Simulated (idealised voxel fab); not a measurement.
voxel ribs on slabs: a process module
Cross-section cut: width 175 nm, square cells of 5 nm.
A cross-section is written here as square cells arranged in a grid, and it is given in bands from the top down, each band taking up one or more rows of cells.
First you get the band's top height and its bottom height, in nm, and then the materials it's made of, left to right, with each width in nm. If you see a single material with "full width", that one covers the band edge to edge. "air" is empty space.
Zero point of the height axis is 0; under it, received wafer = one material. Lowest band: continues down indefinitely, "from 0 down".
The width entry "30->40" should be interpreted row by row: the top row of cells in the band takes the first number, the bottom row takes the second number, and the change between adjacent rows is uniform throughout.
"all unchanged" means the step left every cell of the cross-section as it was.
Empty spaces without an open route to the top, at least 8 cells in extent, make up the entry "Closed internal voids"; each is given as width x height at distance, where the distance is measured from the left edge, and all are in nm.
On a step's line, text after the settings is the simulator commenting on that step.
overlay nm: where the mask lay relative to plan, measured to the right, on steps with a mask; negatives go left.

Intended process steps
1: op RECEIVE | material Si
2: op DIRECTIONAL_DEP | material SiO2 | thk nm 30
3: op DIRECTIONAL_DEP | material SiN | thk nm 20
4: op PATTERN | tone cover | mask id RIB | material resist | width nm 20 | thk nm 20 | overlay nm 0
5: op DIRECTIONAL_ETCH | etch materials SiN | depth nm 15
6: op STRIP | etch materials resist
7: op PATTERN | tone cover | mask id SLAB | material resist | width nm 60 | thk nm 20 | overlay nm 0
8: op DIRECTIONAL_ETCH | etch materials SiN | depth nm 5
9: op STRIP | etch materials resist
10: op FILL_DEP | material SiO2 | thk nm 15
11: op CMP | height nm 60
12: op DIRECTIONAL_DEP | material TiN | thk nm 10
13: op DIRECTIONAL_DEP | material aC | thk nm 10
14: op PATTERN | tone cover | mask id HEATER | material resist | width nm 20 | thk nm 25 | overlay nm 0
15: op DIRECTIONAL_ETCH | etch materials aC | depth nm 10
16: op STRIP | etch materials resist
17: op DIRECTIONAL_ETCH | etch materials TiN | depth nm 10
18: op STRIP | etch materials aC
19: op CONFORMAL_DEP | material SiN | thk nm 5
Split variable: width nm, step 14. Plan value = first wafer. Wafers start alike.

Incoming state of the first of several wafers in cross-section: after step 1
from 0 down  Si full width
Closed internal voids: none

End-of-module cross-section, first of several wafers, after last step 19
from 75 to 70  70 of air | 30 of SiN | 75 of air
from 70 to 65  70 of air | 5 of SiN | 20 of TiN | 5 of SiN | 75 of air
from 65 to 60  75 of SiN | 20 of TiN | 80 of SiN
from 60 to 50  SiO2 full width
from 50 to 35  75 of SiO2 | 20 of SiN | 80 of SiO2
from 35 to 30  55 of SiO2 | 60 of SiN | 60 of SiO2
from 30 to 0  SiO2 full width
from 0 down  Si full width
Closed internal voids: none

The final wafer, sectioned at module end
from 75 to 70  60 of air | 55 of SiN | 60 of air
from 70 to 65  60 of air | 5 of SiN | 45 of TiN | 5 of SiN | 60 of air
from 65 to 60  65 of SiN | 45 of TiN | 65 of SiN
from 60 to 50  SiO2 full width
from 50 to 35  75 of SiO2 | 20 of SiN | 80 of SiO2
from 35 to 30  55 of SiO2 | 60 of SiN | 60 of SiO2
from 30 to 0  SiO2 full width
from 0 down  Si full width
Closed internal voids: none

Where each wafer stands at the end of the module, a row apiece: cells of each material gained (+) or lost (-) since it was received, then closed voids
width nm 20; +63 SiN; +396 SiO2; +8 TiN; Closed internal voids: none
width nm 25; +63 SiN; +396 SiO2; +10 TiN; Closed internal voids: none
width nm 30; +63 SiN; +396 SiO2; +12 TiN; Closed internal voids: none
width nm 35; +63 SiN; +396 SiO2; +14 TiN; Closed internal voids: none
width nm 40; +63 SiN; +396 SiO2; +16 TiN; Closed internal voids: none
width nm 45; +63 SiN; +396 SiO2; +18 TiN; Closed internal voids: none
